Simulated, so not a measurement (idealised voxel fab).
Process module heading - voxel self aligned vias
Section shown: cut. Width: 220 nm. Cell size: 5 nm, square.
Each cross-section below is a grid of square cells, stated as bands in top-down order, with one or more rows of cells making up each band.
Read a band's entry like this: the first values are the height of its top and the height of its bottom in nm, and what follows is the sequence of materials from left to right, each with its width in nm. Note that "air" is empty space, and that a single material marked "full width" reaches across the band from edge to edge.
Ref level 0: as-received wafer is one material below here. Bottom band extends down with no lower bound ("0..down").
A width given as "30 to 40" starts at the first number in the band's top row and ends at the second number in its bottom row, shifting by an equal amount at every step from row to row.
Basically "remained the same" means that step didn't change any cell in the cross-section.
In "Trapped void list" the enclosed voids are listed, meaning empty spaces of 8 cells or larger without any opening to the top. The form is width x height at distance, distance from the left edge, units nm.
Heads up: the bit after the settings on a step's line is the simulator's remark on that step.
overlay nm: where the mask lay relative to plan, measured to the right, on steps with a mask; negatives go left.

**Intended process steps**
| 1 | RECEIVE with material Si |
| 2 | CONFORMAL_DEP with material SiO2, thk nm 10 |
| 3 | CONFORMAL_DEP with material SiCN, thk nm 5 |
| 4 | DIRECTIONAL_DEP with material lowk, thk nm 30 |
| 5 | DIRECTIONAL_DEP with material aC, thk nm 10 |
| 6 | PATTERN with tone open, mask id LINES, material resist, width nm 30, pitch nm 70, thk nm 30, overlay nm 0 |
| 7 | DIRECTIONAL_ETCH with etch materials aC, depth nm 10 |
| 8 | STRIP with etch materials resist |
| 9 | DIRECTIONAL_ETCH with etch materials lowk, depth nm 30 |
| 10 | STRIP with etch materials aC |
| 11 | CONFORMAL_DEP with material TiN, thk nm 5 |
| 12 | FILL_DEP with material W, thk nm 5 |
| 13 | CMP with height nm 45 |
| 14 | SELECTIVE_ETCH with etch materials W Ru TiN, depth nm 10 |
| 15 | FILL_DEP with material SiN, thk nm 10 |
| 16 | CMP with height nm 45 |
| 17 | DIRECTIONAL_DEP with material lowk, thk nm 15 |
| 18 | MASKED_ETCH with tone open, mask id VIAS, width nm 40, pitch nm 70, etch materials lowk, depth nm 15, overlay nm 0 |
| 19 | MASKED_ETCH with tone open, mask id VIAS, width nm 40, pitch nm 70, etch materials SiN, depth nm 10, overlay nm 0 |
| 20 | CONFORMAL_DEP with material TiN, thk nm 5 |
| 21 | FILL_DEP with material W, thk nm 10 |
| 22 | CMP with height nm 60 |
| 23 | CONFORMAL_DEP with material SiCN, thk nm 5 |

**Shown in cross-section is the wafer as received, that is, as it stands after step 1**
	0..down  Si full width
	Trapped void list: none

**Wafer cross-section at end of module: start and plan as shown above, one execution error**
	65..60  SiCN full width
	60..50  W (50) / TiN (5) / lowk (40) / TiN (5) / W (20) / TiN (5) / lowk (40) / TiN (5) / W (50)
	50..45  TiN (55) / lowk (40) / TiN (30) / lowk (40) / TiN (55)
	45..35  lowk (60) / SiN (30) / lowk (40) / SiN (30) / lowk (60)
	35..20  lowk (60) / TiN (5) / W (20) / TiN (5) / lowk (40) / TiN (5) / W (20) / TiN (5) / lowk (60)
	20..15  lowk (60) / TiN (30) / lowk (40) / TiN (30) / lowk (60)
	15..10  SiCN full width
	10..0  SiO2 full width
	0..down  Si full width
	Trapped void list: none
It is concluded that the wafer was processed incorrectly with respect to the plan, in that in deviation from the planned setting, step 18 was conducted as MASKED_ETCH with tone cover, mask id VIAS, width nm 40, pitch nm 70, etch materials lowk, depth nm 15, overlay nm 0
